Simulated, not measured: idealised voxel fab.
A process module follows: voxel wiring stack.
In the cross-section labelled cut, the width is 145 nm and each square cell is 5 nm.
Heads up, the way a cross-section reads in here is a grid of square cells, handed over as bands from the top down, with every band being one or more rows of cells. First you get the band's top height and its bottom height, in nm, and then the materials it's made of, left to right, with each width in nm. If you see a single material with "everywhere", that one covers the band edge to edge. "empty" is empty space. Counting heights begins at 0, where everything beneath is, in the wafer as received, one material. The lowest band has no bottom; it goes on downwards, as "0 nm and below" shows. Think of "30 to 40" as a width that walks from the first number to the second as you go down the band, top row to bottom row, taking equal-sized steps from row to row. For the purposes of this document, the phrase "nothing different" attached to a step denotes that no cell within the cross-section was modified by that step. Empty spaces without an open route to the top, at least 8 cells in extent, make up the entry "Internal closed voids"; each is given as width x height at distance, where the distance is measured from the left edge, and all are in nm. Past the settings on a step's line: simulator remark, on that step. "overlay nm", when on a step's line for a step with a mask, measures how far to the right of its planned place the mask lay; a negative measure means to the left.
Set out below are the planned steps of the process
step 1: RECEIVE, material Si
step 2: CONFORMAL_DEP, material SiO2, thk nm 15
step 3: DIRECTIONAL_DEP, material TiN, thk nm 5
step 4: DIRECTIONAL_DEP, material W, thk nm 15
step 5: MASKED_ETCH, tone cover, mask id METAL_1, width nm 20, pitch nm 45, etch materials W, depth nm 15, overlay nm 0
step 6: MASKED_ETCH, tone cover, mask id METAL_1, width nm 20, pitch nm 45, etch materials TiN, depth nm 5, overlay nm 0
step 7: FILL_DEP, material lowk, thk nm 5
step 8: CMP, height nm 35
step 9: CONFORMAL_DEP, material SiCN, thk nm 5
step 10: DIRECTIONAL_DEP, material lowk, thk nm 15
step 11: DIRECTIONAL_DEP, material aC, thk nm 15
step 12: PATTERN, tone open, mask id PLUG_1, material resist, width nm 15, thk nm 30, overlay nm 0
step 13: DIRECTIONAL_ETCH, etch materials aC, depth nm 15
step 14: STRIP, etch materials resist
step 15: DIRECTIONAL_ETCH, etch materials lowk, depth nm 15
step 16: DIRECTIONAL_ETCH, etch materials SiCN, depth nm 5
step 17: STRIP, etch materials aC
step 18: CONFORMAL_DEP, material TiN, thk nm 5
step 19: FILL_DEP, material Ru, thk nm 5
step 20: CMP, height nm 55
step 21: CONFORMAL_DEP, material SiN, thk nm 5
step 22: DIRECTIONAL_DEP, material SiO2, thk nm 15
step 23: PATTERN, tone open, mask id METAL_2, material resist, width nm 20, pitch nm 45, thk nm 20, overlay nm 0
step 24: DIRECTIONAL_ETCH, etch materials SiO2, depth nm 15
step 25: DIRECTIONAL_ETCH, etch materials SiN, depth nm 5
step 26: STRIP, etch materials resist
step 27: CONFORMAL_DEP, material TiN, thk nm 5
step 28: FILL_DEP, material Ru, thk nm 10
step 29: CMP, height nm 75
step 30: CONFORMAL_DEP, material SiN, thk nm 5
The first of the two wafers, which ran as planned
Cross-section: wafer on arrival = after step 1
0 nm and below | Si everywhere
Internal closed voids: none
Take a look at the wafer's cross-section after step 2
15 nm to 0 nm | SiO2 everywhere
Heights below 0 show no change.
Take a look at the wafer's cross-section after step 3
20 nm to 15 nm | TiN everywhere
Heights below 15 show no change.
Take a look at the wafer's cross-section after step 4
35 nm to 20 nm | W everywhere
Heights below 20 show no change.
Take a look at the wafer's cross-section after step 5
35 nm to 20 nm | empty=40 / W=20 / empty=25 / W=20 / empty=40
Heights below 20 show no change.
Take a look at the wafer's cross-section after step 6
35 nm to 20 nm | empty=40 / W=20 / empty=25 / W=20 / empty=40
20 nm to 15 nm | empty=40 / TiN=20 / empty=25 / TiN=20 / empty=40
Heights below 15 show no change.
Take a look at the wafer's cross-section after step 7
40 nm to 35 nm | lowk everywhere
35 nm to 20 nm | lowk=40 / W=20 / lowk=25 / W=20 / lowk=40
20 nm to 15 nm | lowk=40 / TiN=20 / lowk=25 / TiN=20 / lowk=40
Heights below 15 show no change.
Take a look at the wafer's cross-section after step 8
35 nm to 20 nm | lowk=40 / W=20 / lowk=25 / W=20 / lowk=40
Heights below 20 show no change.
Take a look at the wafer's cross-section after step 9
40 nm to 35 nm | SiCN everywhere
Heights below 35 show no change.
Take a look at the wafer's cross-section after step 10
55 nm to 40 nm | lowk everywhere
Heights below 40 show no change.
Take a look at the wafer's cross-section after step 11
70 nm to 55 nm | aC everywhere
Heights below 55 show no change.
Take a look at the wafer's cross-section after step 12
100 nm to 70 nm | resist=40 / empty=15 / resist=90
Heights below 70 show no change.
Take a look at the wafer's cross-section after step 13
85 nm to 70 nm | resist=40 / empty=15 / resist=90
70 nm to 55 nm | aC=40 / empty=15 / aC=90
Heights below 55 show no change.
Take a look at the wafer's cross-section after step 14
70 nm to 55 nm | aC=40 / empty=15 / aC=90
Heights below 55 show no change.
Take a look at the wafer's cross-section after step 15
70 nm to 55 nm | aC=40 / empty=15 / aC=90
55 nm to 40 nm | lowk=40 / empty=15 / lowk=90
Heights below 40 show no change.
Take a look at the wafer's cross-section after step 16
70 nm to 55 nm | aC=40 / empty=15 / aC=90
55 nm to 40 nm | lowk=40 / empty=15 / lowk=90
40 nm to 35 nm | SiCN=40 / empty=15 / SiCN=90
Heights below 35 show no change.
Take a look at the wafer's cross-section after step 17
55 nm to 40 nm | lowk=40 / empty=15 / lowk=90
Heights below 40 show no change.
Take a look at the wafer's cross-section after step 18
60 nm to 55 nm | TiN=45 / empty=5 / TiN=95
55 nm to 40 nm | lowk=40 / TiN=5 / empty=5 / TiN=5 / lowk=90
40 nm to 35 nm | SiCN=40 / TiN=15 / SiCN=90
Heights below 35 show no change.
Take a look at the wafer's cross-section after step 19
65 nm to 60 nm | Ru everywhere
60 nm to 55 nm | TiN=45 / Ru=5 / TiN=95
55 nm to 40 nm | lowk=40 / TiN=5 / Ru=5 / TiN=5 / lowk=90
Heights below 40 show no change.
Take a look at the wafer's cross-section after step 20
55 nm to 40 nm | lowk=40 / TiN=5 / Ru=5 / TiN=5 / lowk=90
Heights below 40 show no change.
Take a look at the wafer's cross-section after step 21
60 nm to 55 nm | SiN everywhere
Heights below 55 show no change.
Take a look at the wafer's cross-section after step 22
75 nm to 60 nm | SiO2 everywhere
Heights below 60 show no change.
Take a look at the wafer's cross-section after step 23
95 nm to 75 nm | resist=40 / empty=20 / resist=25 / empty=20 / resist=40
Heights below 75 show no change.
Take a look at the wafer's cross-section after step 24
95 nm to 75 nm | resist=40 / empty=20 / resist=25 / empty=20 / resist=40
75 nm to 60 nm | SiO2=40 / empty=20 / SiO2=25 / empty=20 / SiO2=40
Heights below 60 show no change.
Take a look at the wafer's cross-section after step 25
95 nm to 75 nm | resist=40 / empty=20 / resist=25 / empty=20 / resist=40
75 nm to 60 nm | SiO2=40 / empty=20 / SiO2=25 / empty=20 / SiO2=40
60 nm to 55 nm | SiN=40 / empty=20 / SiN=25 / empty=20 / SiN=40
Heights below 55 show no change.
Take a look at the wafer's cross-section after step 26
75 nm to 60 nm | SiO2=40 / empty=20 / SiO2=25 / empty=20 / SiO2=40
Heights below 60 show no change.
Take a look at the wafer's cross-section after step 27
80 nm to 75 nm | TiN=45 / empty=10 / TiN=35 / empty=10 / TiN=45
75 nm to 60 nm | SiO2=40 / TiN=5 / empty=10 / TiN=5 / SiO2=25 / TiN=5 / empty=10 / TiN=5 / SiO2=40
60 nm to 55 nm | SiN=40 / TiN=20 / SiN=25 / TiN=20 / SiN=40
Heights below 55 show no change.
Take a look at the wafer's cross-section after step 28
90 nm to 80 nm | Ru everywhere
80 nm to 75 nm | TiN=45 / Ru=10 / TiN=35 / Ru=10 / TiN=45
75 nm to 60 nm | SiO2=40 / TiN=5 / Ru=10 / TiN=5 / SiO2=25 / TiN=5 / Ru=10 / TiN=5 / SiO2=40
Heights below 60 show no change.
Take a look at the wafer's cross-section after step 29
75 nm to 60 nm | SiO2=40 / TiN=5 / Ru=10 / TiN=5 / SiO2=25 / TiN=5 / Ru=10 / TiN=5 / SiO2=40
Heights below 60 show no change.
Take a look at the wafer's cross-section after step 30
80 nm to 75 nm | SiN everywhere
Heights below 75 show no change.
It is to be noted that the second wafer proceeded from the same initial state and according to the same plan as the first, although one mistake was committed in its execution; through step 22, inclusive, the two wafers share an identical history
Cross-section of the second wafer at the time by which step 23 should have been completed according to the plan
95 nm to 75 nm | resist=35 / empty=30 / resist=15 / empty=30 / resist=35
Heights below 75 show no change.
Cross-section of the second wafer at the time by which step 24 should have been completed according to the plan
95 nm to 75 nm | resist=35 / empty=30 / resist=15 / empty=30 / resist=35
75 nm to 60 nm | SiO2=35 / empty=30 / SiO2=15 / empty=30 / SiO2=35
Heights below 60 show no change.
Cross-section of the second wafer at the time by which step 25 should have been completed according to the plan
95 nm to 75 nm | resist=35 / empty=30 / resist=15 / empty=30 / resist=35
75 nm to 60 nm | SiO2=35 / empty=30 / SiO2=15 / empty=30 / SiO2=35
60 nm to 55 nm | SiN=35 / empty=30 / SiN=15 / empty=30 / SiN=35
Heights below 55 show no change.
Cross-section of the second wafer at the time by which step 26 should have been completed according to the plan
75 nm to 60 nm | SiO2=35 / empty=30 / SiO2=15 / empty=30 / SiO2=35
Heights below 60 show no change.
Cross-section of the second wafer at the time by which step 27 should have been completed according to the plan
80 nm to 75 nm | TiN=40 / empty=20 / TiN=25 / empty=20 / TiN=40
75 nm to 60 nm | SiO2=35 / TiN=5 / empty=20 / TiN=5 / SiO2=15 / TiN=5 / empty=20 / TiN=5 / SiO2=35
60 nm to 55 nm | SiN=35 / TiN=30 / SiN=15 / TiN=30 / SiN=35
Heights below 55 show no change.
Cross-section of the second wafer at the time by which step 28 should have been completed according to the plan
90 nm to 80 nm | Ru everywhere
80 nm to 75 nm | TiN=40 / Ru=20 / TiN=25 / Ru=20 / TiN=40
75 nm to 60 nm | SiO2=35 / TiN=5 / Ru=20 / TiN=5 / SiO2=15 / TiN=5 / Ru=20 / TiN=5 / SiO2=35
Heights below 60 show no change.
Cross-section of the second wafer at the time by which step 29 should have been completed according to the plan
75 nm to 60 nm | SiO2=35 / TiN=5 / Ru=20 / TiN=5 / SiO2=15 / TiN=5 / Ru=20 / TiN=5 / SiO2=35
Heights below 60 show no change.
Cross-section of the second wafer at the time by which step 30 should have been completed according to the plan
80 nm to 75 nm | SiN everywhere
Heights below 75 show no change.
The plan and the run diverged here: step 23 ran with different settings than intended, the actual operation and settings being PATTERN, tone open, mask id METAL_2, material resist, width nm 30, pitch nm 45, thk nm 20, overlay nm 0
Wrapping up, a cell-based count of both wafers puts the second over or under the first for these materials: Ru: 12 more | SiN: 4 fewer | SiO2: 12 fewer | TiN: 4 more
